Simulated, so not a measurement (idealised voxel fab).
You're looking at the process module voxel released beams.
Pictured: cross-section cut, 260 nm wide, on a grid of 5 nm square cells.
Heads up, the way a cross-section reads in here is a grid of square cells, handed over as bands from the top down, with every band being one or more rows of cells. Look at the band entry: it leads with the top's height and the bottom's height in nm. Then it lists the materials left to right, with a width in nm for each. The word "full width" on a single material says that material fills the band edge to edge. The word "empty" is empty space. A quick word on heights: they are counted from 0, and under that level the wafer as it came to us is one material throughout. The lowest band is different from the rest in having no bottom; it simply continues downward, written as in "0 -> down". Quick explanation for "30 to 40": the width changes in equal steps down the rows of cells, from the first number in the band's top row to the second number in its bottom row. When a step is marked "remained the same", none of the cells in the cross-section changed during that step. So "Sealed voids" is basically the list of trapped voids: any empty space of 8 cells or more that can't reach the top through an opening. They're written width x height at distance, the distance being from the left edge, and it's all nm. Anything after a step's settings on that line? It's the simulator's own note about the step. A step's line can hold "overlay nm"; with a mask on that step, the setting says how far right of the planned place the mask lay, while a negative setting says it lay to the left.

### Set out below are the planned steps of the process
1: RECEIVE,material Si
2: CONFORMAL_DEP,material Al2O3,thk nm 5
3: DIRECTIONAL_DEP,material SiO2,thk nm 10
4: MASKED_ETCH,tone open,mask id ANCHOR,width nm 45,etch materials SiO2,depth nm 10,overlay nm 0
5: CONFORMAL_DEP,material polySi,thk nm 15
6: PATTERN,tone cover,mask id BEAM,material resist,width nm 130,thk nm 20,overlay nm 0
7: DIRECTIONAL_ETCH,etch materials polySi,depth nm 15
8: STRIP,etch materials resist
9: STRIP,etch materials SiO2

### Delivered wafer in cross-section: state after step 1
  0 -> down | Si full width
  Sealed voids: none

### One mistake in running the module, otherwise start and plan as above: cross-section at the end
  30 -> 20 | empty=60  polySi=65  empty=135
  20 -> 15 | empty=60  polySi=130  empty=70
  15 -> 5 | empty=50  polySi=15  SiO2=45  polySi=80  empty=70
  5 -> 0 | Al2O3 full width
  0 -> down | Si full width
  Sealed voids: none
Error vs. plan: for step 4, the planned setting was not used; the step was instead run as MASKED_ETCH,tone cover,mask id ANCHOR,width nm 45,etch materials SiO2,depth nm 10,overlay nm 0
